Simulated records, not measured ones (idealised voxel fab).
process module | voxel wiring stack
cross-section cut | 215 nm wide | cells 5 nm
A cross-section is a grid of square cells, given in bands from the top down. A band is one or more rows of cells.
Each band's line starts with the height of the band's top and of its bottom, in nm. Then come its materials from left to right, each with its width in nm. One material with "throughout" fills the band from edge to edge. "air" is empty space.
Height 0 is the level under which the wafer as received is all one material. The lowest band goes on downwards, as in "0 down".
A width such as "30 to 40" changes by the same amount from each row of cells to the next, from the band's top row to its bottom row.
"no change" after a step means that no cell of the cross-section changed.
closed voids: empty space of 8 cells or more with no open way to the top, each as width x height at its distance from the left edge, in nm
after a step's settings: what the simulator itself notes on the step
overlay nm, on a step with a mask: how far to the right of its planned place the mask lay; to the left if negative
plan
1 op RECEIVE | material Si
2 op CONFORMAL_DEP | material SiO2 | thk nm 15
3 op DIRECTIONAL_DEP | material TiN | thk nm 5
4 op DIRECTIONAL_DEP | material W | thk nm 25
5 op MASKED_ETCH | tone cover | mask id METAL_1 | width nm 25 | pitch nm 50 | etch materials W | depth nm 25 | overlay nm 0
6 op MASKED_ETCH | tone cover | mask id METAL_1 | width nm 25 | pitch nm 50 | etch materials TiN | depth nm 5 | overlay nm 0
7 op CONFORMAL_DEP | material SiCN | thk nm 5
8 op FILL_DEP | material lowk | thk nm 10
9 op CMP | height nm 45
10 op CONFORMAL_DEP | material SiCN | thk nm 5
11 op DIRECTIONAL_DEP | material lowk | thk nm 10
12 op DIRECTIONAL_DEP | material aC | thk nm 15
13 op PATTERN | tone open | mask id PLUG_1 | material resist | width nm 15 | pitch nm 50 | thk nm 35 | overlay nm 0
14 op DIRECTIONAL_ETCH | etch materials aC | depth nm 15
15 op STRIP | etch materials resist
16 op DIRECTIONAL_ETCH | etch materials lowk | depth nm 10
17 op DIRECTIONAL_ETCH | etch materials SiCN | depth nm 5
18 op STRIP | etch materials aC
19 op CONFORMAL_DEP | material TiN | thk nm 5
20 op FILL_DEP | material W | thk nm 5
21 op CMP | height nm 60
22 op DIRECTIONAL_DEP | material TiN | thk nm 5
23 op DIRECTIONAL_DEP | material W | thk nm 15
24 op MASKED_ETCH | tone cover | mask id METAL_2 | width nm 25 | pitch nm 50 | etch materials W | depth nm 15 | overlay nm 0
25 op MASKED_ETCH | tone cover | mask id METAL_2 | width nm 25 | pitch nm 50 | etch materials TiN | depth nm 5 | overlay nm 0
26 op CONFORMAL_DEP | material SiN | thk nm 5
27 op FILL_DEP | material SiO2 | thk nm 5
28 op CMP | height nm 80
29 op CONFORMAL_DEP | material SiCN | thk nm 5
30 op DIRECTIONAL_DEP | material SiO2 | thk nm 25
31 op DIRECTIONAL_DEP | material aC | thk nm 15
32 op PATTERN | tone open | mask id METAL_3 | material resist | width nm 25 | pitch nm 50 | thk nm 30 | overlay nm 0
33 op DIRECTIONAL_ETCH | etch materials aC | depth nm 15
34 op STRIP | etch materials resist
35 op DIRECTIONAL_ETCH | etch materials SiO2 | depth nm 15
36 op STRIP | etch materials aC
37 op PATTERN | tone open | mask id METAL_3_HOLES | material resist | width nm 15 | thk nm 20 | overlay nm 0
38 op DIRECTIONAL_ETCH | etch materials SiO2 | depth nm 10
39 op DIRECTIONAL_ETCH | etch materials SiCN | depth nm 5
40 op STRIP | etch materials resist
41 op CONFORMAL_DEP | material TiN | thk nm 5
42 op FILL_DEP | material Ru | thk nm 10
43 op CMP | height nm 110
44 op CONFORMAL_DEP | material SiN | thk nm 5
first wafer, as planned
as received, after step 1
  0 down: Si throughout
  closed voids: none
after step 2
  15 to 0: SiO2 throughout
  below 0: unchanged
after step 3
  20 to 15: TiN throughout
  below 15: unchanged
after step 4
  45 to 20: W throughout
  below 20: unchanged
after step 5
  45 to 20: air 70 | W 25 | air 25 | W 25 | air 70
  below 20: unchanged
after step 6
  45 to 20: air 70 | W 25 | air 25 | W 25 | air 70
  20 to 15: air 70 | TiN 25 | air 25 | TiN 25 | air 70
  below 15: unchanged
after step 7
  50 to 45: air 65 | SiCN 35 | air 15 | SiCN 35 | air 65
  45 to 20: air 65 | SiCN 5 | W 25 | SiCN 5 | air 15 | SiCN 5 | W 25 | SiCN 5 | air 65
  20 to 15: SiCN 70 | TiN 25 | SiCN 25 | TiN 25 | SiCN 70
  below 15: unchanged
after step 8
  60 to 50: lowk throughout
  50 to 45: lowk 65 | SiCN 35 | lowk 15 | SiCN 35 | lowk 65
  45 to 20: lowk 65 | SiCN 5 | W 25 | SiCN 5 | lowk 15 | SiCN 5 | W 25 | SiCN 5 | lowk 65
  below 20: unchanged
after step 9
  45 to 20: lowk 65 | SiCN 5 | W 25 | SiCN 5 | lowk 15 | SiCN 5 | W 25 | SiCN 5 | lowk 65
  below 20: unchanged
after step 10
  50 to 45: SiCN throughout
  below 45: unchanged
after step 11
  60 to 50: lowk throughout
  below 50: unchanged
after step 12
  75 to 60: aC throughout
  below 60: unchanged
after step 13
  110 to 75: resist 70 | air 15 | resist 35 | air 15 | resist 80
  below 75: unchanged
after step 14
  95 to 75: resist 70 | air 15 | resist 35 | air 15 | resist 80
  75 to 60: aC 70 | air 15 | aC 35 | air 15 | aC 80
  below 60: unchanged
after step 15
  75 to 60: aC 70 | air 15 | aC 35 | air 15 | aC 80
  below 60: unchanged
after step 16
  75 to 60: aC 70 | air 15 | aC 35 | air 15 | aC 80
  60 to 50: lowk 70 | air 15 | lowk 35 | air 15 | lowk 80
  below 50: unchanged
after step 17
  75 to 60: aC 70 | air 15 | aC 35 | air 15 | aC 80
  60 to 50: lowk 70 | air 15 | lowk 35 | air 15 | lowk 80
  50 to 45: SiCN 70 | air 15 | SiCN 35 | air 15 | SiCN 80
  below 45: unchanged
after step 18
  60 to 50: lowk 70 | air 15 | lowk 35 | air 15 | lowk 80
  below 50: unchanged
after step 19
  65 to 60: TiN 75 | air 5 | TiN 45 | air 5 | TiN 85
  60 to 50: lowk 70 | TiN 5 | air 5 | TiN 5 | lowk 35 | TiN 5 | air 5 | TiN 5 | lowk 80
  50 to 45: SiCN 70 | TiN 15 | SiCN 35 | TiN 15 | SiCN 80
  below 45: unchanged
after step 20
  70 to 65: W throughout
  65 to 60: TiN 75 | W 5 | TiN 45 | W 5 | TiN 85
  60 to 50: lowk 70 | TiN 5 | W 5 | TiN 5 | lowk 35 | TiN 5 | W 5 | TiN 5 | lowk 80
  below 50: unchanged
after step 21
  60 to 50: lowk 70 | TiN 5 | W 5 | TiN 5 | lowk 35 | TiN 5 | W 5 | TiN 5 | lowk 80
  below 50: unchanged
after step 22
  65 to 60: TiN throughout
  below 60: unchanged
after step 23
  80 to 65: W throughout
  below 65: unchanged
after step 24
  80 to 65: air 70 | W 25 | air 25 | W 25 | air 70
  below 65: unchanged
after step 25
  80 to 65: air 70 | W 25 | air 25 | W 25 | air 70
  65 to 60: air 70 | TiN 25 | air 25 | TiN 25 | air 70
  below 60: unchanged
after step 26
  85 to 80: air 65 | SiN 35 | air 15 | SiN 35 | air 65
  80 to 65: air 65 | SiN 5 | W 25 | SiN 5 | air 15 | SiN 5 | W 25 | SiN 5 | air 65
  65 to 60: SiN 70 | TiN 25 | SiN 25 | TiN 25 | SiN 70
  below 60: unchanged
after step 27
  90 to 85: SiO2 throughout
  85 to 80: SiO2 65 | SiN 35 | SiO2 15 | SiN 35 | SiO2 65
  80 to 65: SiO2 65 | SiN 5 | W 25 | SiN 5 | SiO2 15 | SiN 5 | W 25 | SiN 5 | SiO2 65
  below 65: unchanged
after step 28
  80 to 65: SiO2 65 | SiN 5 | W 25 | SiN 5 | SiO2 15 | SiN 5 | W 25 | SiN 5 | SiO2 65
  below 65: unchanged
after step 29
  85 to 80: SiCN throughout
  below 80: unchanged
after step 30
  110 to 85: SiO2 throughout
  below 85: unchanged
after step 31
  125 to 110: aC throughout
  below 110: unchanged
after step 32
  155 to 125: resist 70 | air 25 | resist 25 | air 25 | resist 70
  below 125: unchanged
after step 33
  140 to 125: resist 70 | air 25 | resist 25 | air 25 | resist 70
  125 to 110: aC 70 | air 25 | aC 25 | air 25 | aC 70
  below 110: unchanged
after step 34
  125 to 110: aC 70 | air 25 | aC 25 | air 25 | aC 70
  below 110: unchanged
after step 35
  125 to 110: aC 70 | air 25 | aC 25 | air 25 | aC 70
  110 to 95: SiO2 70 | air 25 | SiO2 25 | air 25 | SiO2 70
  below 95: unchanged
after step 36
  110 to 95: SiO2 70 | air 25 | SiO2 25 | air 25 | SiO2 70
  below 95: unchanged
after step 37
  130 to 110: resist 70 | air 15 | resist 130
  110 to 95: SiO2 70 | air 15 | resist 10 | SiO2 25 | resist 25 | SiO2 70
  below 95: unchanged
after step 38
  130 to 110: resist 70 | air 15 | resist 130
  110 to 95: SiO2 70 | air 15 | resist 10 | SiO2 25 | resist 25 | SiO2 70
  95 to 85: SiO2 70 | air 15 | SiO2 130
  below 85: unchanged
after step 39
  130 to 110: resist 70 | air 15 | resist 130
  110 to 95: SiO2 70 | air 15 | resist 10 | SiO2 25 | resist 25 | SiO2 70
  95 to 85: SiO2 70 | air 15 | SiO2 130
  85 to 80: SiCN 70 | air 15 | SiCN 130
  below 80: unchanged
after step 40
  110 to 95: SiO2 70 | air 25 | SiO2 25 | air 25 | SiO2 70
  below 95: unchanged
after step 41
  115 to 110: TiN 75 | air 15 | TiN 35 | air 15 | TiN 75
  110 to 100: SiO2 70 | TiN 5 | air 15 | TiN 5 | SiO2 25 | TiN 5 | air 15 | TiN 5 | SiO2 70
  100 to 95: SiO2 70 | TiN 5 | air 5 | TiN 15 | SiO2 25 | TiN 25 | SiO2 70
  95 to 85: SiO2 70 | TiN 5 | air 5 | TiN 5 | SiO2 130
  85 to 80: SiCN 70 | TiN 15 | SiCN 130
  below 80: unchanged
after step 42
  125 to 115: Ru throughout
  115 to 110: TiN 75 | Ru 15 | TiN 35 | Ru 15 | TiN 75
  110 to 100: SiO2 70 | TiN 5 | Ru 15 | TiN 5 | SiO2 25 | TiN 5 | Ru 15 | TiN 5 | SiO2 70
  100 to 95: SiO2 70 | TiN 5 | Ru 5 | TiN 15 | SiO2 25 | TiN 25 | SiO2 70
  95 to 85: SiO2 70 | TiN 5 | Ru 5 | TiN 5 | SiO2 130
  below 85: unchanged
after step 43
  110 to 100: SiO2 70 | TiN 5 | Ru 15 | TiN 5 | SiO2 25 | TiN 5 | Ru 15 | TiN 5 | SiO2 70
  below 100: unchanged
after step 44
  115 to 110: SiN throughout
  below 110: unchanged
second wafer: like start, like plan, one mistake. Through step 24 it matches the first wafer
when step 25 should have ended
  80 to 65: air 70 | W 25 | air 25 | W 25 | air 70
  65 to 60: air 65 | TiN 35 | air 15 | TiN 35 | air 65
  below 60: unchanged
when step 26 should have ended
  85 to 80: air 65 | SiN 35 | air 15 | SiN 35 | air 65
  80 to 70: air 65 | SiN 5 | W 25 | SiN 5 | air 15 | SiN 5 | W 25 | SiN 5 | air 65
  70 to 65: air 60 | SiN 10 | W 25 | SiN 10 | air 5 | SiN 10 | W 25 | SiN 10 | air 60
  65 to 60: SiN 65 | TiN 35 | SiN 15 | TiN 35 | SiN 65
  below 60: unchanged
when step 27 should have ended
  90 to 85: SiO2 throughout
  85 to 80: SiO2 65 | SiN 35 | SiO2 15 | SiN 35 | SiO2 65
  80 to 70: SiO2 65 | SiN 5 | W 25 | SiN 5 | SiO2 15 | SiN 5 | W 25 | SiN 5 | SiO2 65
  70 to 65: SiO2 60 | SiN 10 | W 25 | SiN 10 | SiO2 5 | SiN 10 | W 25 | SiN 10 | SiO2 60
  below 65: unchanged
when step 28 should have ended
  80 to 70: SiO2 65 | SiN 5 | W 25 | SiN 5 | SiO2 15 | SiN 5 | W 25 | SiN 5 | SiO2 65
  below 70: unchanged
when step 29 should have ended
  85 to 80: SiCN throughout
  below 80: unchanged
when step 30 should have ended
  110 to 85: SiO2 throughout
  below 85: unchanged
when step 31 should have ended
  125 to 110: aC throughout
  below 110: unchanged
when step 32 should have ended
  155 to 125: resist 70 | air 25 | resist 25 | air 25 | resist 70
  below 125: unchanged
when step 33 should have ended
  140 to 125: resist 70 | air 25 | resist 25 | air 25 | resist 70
  125 to 110: aC 70 | air 25 | aC 25 | air 25 | aC 70
  below 110: unchanged
when step 34 should have ended
  125 to 110: aC 70 | air 25 | aC 25 | air 25 | aC 70
  below 110: unchanged
when step 35 should have ended
  125 to 110: aC 70 | air 25 | aC 25 | air 25 | aC 70
  110 to 95: SiO2 70 | air 25 | SiO2 25 | air 25 | SiO2 70
  below 95: unchanged
when step 36 should have ended
  110 to 95: SiO2 70 | air 25 | SiO2 25 | air 25 | SiO2 70
  below 95: unchanged
when step 37 should have ended
  130 to 110: resist 70 | air 15 | resist 130
  110 to 95: SiO2 70 | air 15 | resist 10 | SiO2 25 | resist 25 | SiO2 70
  below 95: unchanged
when step 38 should have ended
  130 to 110: resist 70 | air 15 | resist 130
  110 to 95: SiO2 70 | air 15 | resist 10 | SiO2 25 | resist 25 | SiO2 70
  95 to 85: SiO2 70 | air 15 | SiO2 130
  below 85: unchanged
when step 39 should have ended
  130 to 110: resist 70 | air 15 | resist 130
  110 to 95: SiO2 70 | air 15 | resist 10 | SiO2 25 | resist 25 | SiO2 70
  95 to 85: SiO2 70 | air 15 | SiO2 130
  85 to 80: SiCN 70 | air 15 | SiCN 130
  below 80: unchanged
when step 40 should have ended
  110 to 95: SiO2 70 | air 25 | SiO2 25 | air 25 | SiO2 70
  below 95: unchanged
when step 41 should have ended
  115 to 110: TiN 75 | air 15 | TiN 35 | air 15 | TiN 75
  110 to 100: SiO2 70 | TiN 5 | air 15 | TiN 5 | SiO2 25 | TiN 5 | air 15 | TiN 5 | SiO2 70
  100 to 95: SiO2 70 | TiN 5 | air 5 | TiN 15 | SiO2 25 | TiN 25 | SiO2 70
  95 to 85: SiO2 70 | TiN 5 | air 5 | TiN 5 | SiO2 130
  85 to 80: SiCN 70 | TiN 15 | SiCN 130
  below 80: unchanged
when step 42 should have ended
  125 to 115: Ru throughout
  115 to 110: TiN 75 | Ru 15 | TiN 35 | Ru 15 | TiN 75
  110 to 100: SiO2 70 | TiN 5 | Ru 15 | TiN 5 | SiO2 25 | TiN 5 | Ru 15 | TiN 5 | SiO2 70
  100 to 95: SiO2 70 | TiN 5 | Ru 5 | TiN 15 | SiO2 25 | TiN 25 | SiO2 70
  95 to 85: SiO2 70 | TiN 5 | Ru 5 | TiN 5 | SiO2 130
  below 85: unchanged
when step 43 should have ended
  110 to 100: SiO2 70 | TiN 5 | Ru 15 | TiN 5 | SiO2 25 | TiN 5 | Ru 15 | TiN 5 | SiO2 70
  below 100: unchanged
when step 44 should have ended
  115 to 110: SiN throughout
  below 110: unchanged
what went wrong: step 25 ran as: op MASKED_ETCH | tone cover | mask id METAL_2 | width nm 35 | pitch nm 50 | etch materials TiN | depth nm 5 | overlay nm 0
at the end the second wafer has, in cells: 4 fewer of SiO2 | 4 more of TiN
